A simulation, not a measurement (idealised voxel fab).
process module | voxel gate over fins
cross-section cut | 250 nm wide | cells 5 nm
A cross-section is a grid of square cells, given in bands from the top down. A band is one or more rows of cells.
Each band's line starts with the height of the band's top and of its bottom, in nm. Then come its materials from left to right, each with its width in nm. One material with "throughout" fills the band from edge to edge. "air" is empty space.
Height 0 is the level under which the wafer as received is all one material. The lowest band goes on downwards, as in "0 down".
A width such as "30 to 40" changes by the same amount from each row of cells to the next, from the band's top row to its bottom row.
"no change" after a step means that no cell of the cross-section changed.
closed voids: empty space of 8 cells or more with no open way to the top, each as width x height at its distance from the left edge, in nm
after a step's settings: what the simulator itself notes on the step
overlay nm, on a step with a mask: how far to the right of its planned place the mask lay; to the left if negative
plan
1 op RECEIVE | material Si
2 op CONFORMAL_DEP | material SiN | thk nm 5
3 op PATTERN | tone cover | mask id FINS | material resist | width nm 15 | pitch nm 35 | thk nm 15 | overlay nm 0
4 op DIRECTIONAL_ETCH | etch materials SiN | depth nm 5
5 op DIRECTIONAL_ETCH | etch materials Si | depth nm 40
6 op STRIP | etch materials resist
7 op FILL_DEP | material SiO2 | thk nm 15
8 op CMP | height nm 5
9 op SELECTIVE_ETCH | etch materials SiO2 | depth nm 15
10 op STRIP | etch materials SiN
11 op CONFORMAL_DEP | material HfO2 | thk nm 5
12 op CONFORMAL_DEP | material TiN | thk nm 5
13 op FILL_DEP | material W | thk nm 10
14 op CMP | height nm 15
15 op CONFORMAL_DEP | material SiCN | thk nm 5
as received, after step 1
  0 down: Si throughout
  closed voids: none
first wafer at the end, as planned
  20 to 15: SiCN throughout
  15 to 10: W throughout
  10 to 5: W 70 | TiN 105 | W 75
  5 to 0: W 70 | TiN 5 | HfO2 25 | TiN 10 | HfO2 25 | TiN 10 | HfO2 25 | TiN 5 | W 75
  0 to -5: TiN 75 | HfO2 5 | Si 15 | HfO2 5 | TiN 10 | HfO2 5 | Si 15 | HfO2 5 | TiN 10 | HfO2 5 | Si 15 | HfO2 5 | TiN 80
  -5 to -10: HfO2 80 | Si 15 | HfO2 20 | Si 15 | HfO2 20 | Si 15 | HfO2 85
  -10 to -40: SiO2 80 | Si 15 | SiO2 20 | Si 15 | SiO2 20 | Si 15 | SiO2 85
  -40 down: Si throughout
  closed voids: none
second wafer at the end: like start, like plan, one mistake
  15 to 10: SiCN throughout
  10 to 5: W 70 | TiN 105 | W 75
  5 to 0: W 70 | TiN 5 | HfO2 25 | TiN 10 | HfO2 25 | TiN 10 | HfO2 25 | TiN 5 | W 75
  0 to -5: TiN 75 | HfO2 5 | Si 15 | HfO2 5 | TiN 10 | HfO2 5 | Si 15 | HfO2 5 | TiN 10 | HfO2 5 | Si 15 | HfO2 5 | TiN 80
  -5 to -10: HfO2 80 | Si 15 | HfO2 20 | Si 15 | HfO2 20 | Si 15 | HfO2 85
  -10 to -40: SiO2 80 | Si 15 | SiO2 20 | Si 15 | SiO2 20 | Si 15 | SiO2 85
  -40 down: Si throughout
  closed voids: none
what went wrong: step 14 ran as: op CMP | height nm 10
at the end the second wafer has, in cells: 50 fewer of W
